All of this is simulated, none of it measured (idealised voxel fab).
Herein follows the process module entitled voxel trench capacitor.
The cross-section shown here is cut; it is 275 nm wide and divided into square cells measuring 5 nm on a side.
Cross-section spec: square-cell grid; bands listed top down; each band is one or more rows.
Band: top and bottom heights (nm) first, top before bottom; then materials from left to right, widths in nm. "everywhere" marks a sole material filling the band edge to edge. "blank" denotes empty space.
Beneath 0, the wafer as received is one material, and that level is where height counting begins. The lowest band goes on downward without a bottom; it is written like "z 0 and below".
Width spec "30..40" -> top row of cells at first value, bottom row at second value, equal per-row change in between.
Where a step carries "no change", the cross-section came out of it unchanged, cell for cell.
If an empty space has no open way to the top and is at least 8 cells in size, "Closed void list" lists it, written width x height at distance, where distance is measured from the left edge and every value is in nm.
Where a step's line continues beyond its settings, the continuation is a remark by the simulator itself on that step.
The line of a step may include "overlay nm". On a step with a mask, this value is how far to the right of its planned place the mask lay. A negative value means the mask lay to the left.

### Intended process steps
step 1: RECEIVE with material Si
step 2: CONFORMAL_DEP with material SiN, thk nm 5
step 3: PATTERN with tone open, mask id TRENCH, material resist, width nm 20, pitch nm 50, thk nm 15, overlay nm 0
step 4: DIRECTIONAL_ETCH with etch materials SiN, depth nm 5
step 5: DIRECTIONAL_ETCH with etch materials Si, depth nm 25
step 6: STRIP with etch materials resist
step 7: CONFORMAL_DEP with material HfO2, thk nm 5
step 8: CONFORMAL_DEP with material TiN, thk nm 5
step 9: FILL_DEP with material W, thk nm 10
step 10: CMP with height nm 5
Variable across wafers: step 3 width nm (plan value is that of the first wafer; starting state common to all).

### First of several wafers (as received, post step 1), cross-sectional view
    z 0 and below: Si everywhere
    Closed void list: none

### Take a look at the first of several wafers in cross-section: the module is done, and step 10 was its last step
    z 5 to 0: 100 SiN, then 5 HfO2, then 10 TiN, then 5 HfO2, then 30 SiN, then 5 HfO2, then 10 TiN, then 5 HfO2, then 105 SiN
    z 0 to -20: 100 Si, then 5 HfO2, then 10 TiN, then 5 HfO2, then 30 Si, then 5 HfO2, then 10 TiN, then 5 HfO2, then 105 Si
    z -20 to -25: 100 Si, then 20 HfO2, then 30 Si, then 20 HfO2, then 105 Si
    z -25 and below: Si everywhere
    Closed void list: none

### Here we cross-sectioned the last of the wafers once the module was done
    z 5 to 0: 95 SiN, then 5 HfO2, then 5 TiN, then 15 W, then 5 TiN, then 5 HfO2, then 15 SiN, then 5 HfO2, then 5 TiN, then 15 W, then 5 TiN, then 5 HfO2, then 95 SiN
    z 0 to -15: 95 Si, then 5 HfO2, then 5 TiN, then 15 W, then 5 TiN, then 5 HfO2, then 15 Si, then 5 HfO2, then 5 TiN, then 15 W, then 5 TiN, then 5 HfO2, then 95 Si
    z -15 to -20: 95 Si, then 5 HfO2, then 25 TiN, then 5 HfO2, then 15 Si, then 5 HfO2, then 25 TiN, then 5 HfO2, then 95 Si
    z -20 to -25: 95 Si, then 35 HfO2, then 15 Si, then 35 HfO2, then 95 Si
    z -25 and below: Si everywhere
    Closed void list: none

### Here is how to read the rows: every wafer has a row, and it shows the wafer at the end of the module, giving for each material how many cells were gained (+) or lost (-) since the wafer was received, then listing its closed voids
width nm 20; +28 HfO2; -40 Si; +47 SiN; +20 TiN; Closed void list: none
width nm 25; +30 HfO2; -50 Si; +45 SiN; +22 TiN; +8 W; Closed void list: none
width nm 30; +32 HfO2; -60 Si; +43 SiN; +24 TiN; +16 W; Closed void list: none
width nm 35; +34 HfO2; -70 Si; +41 SiN; +26 TiN; +24 W; Closed void list: none
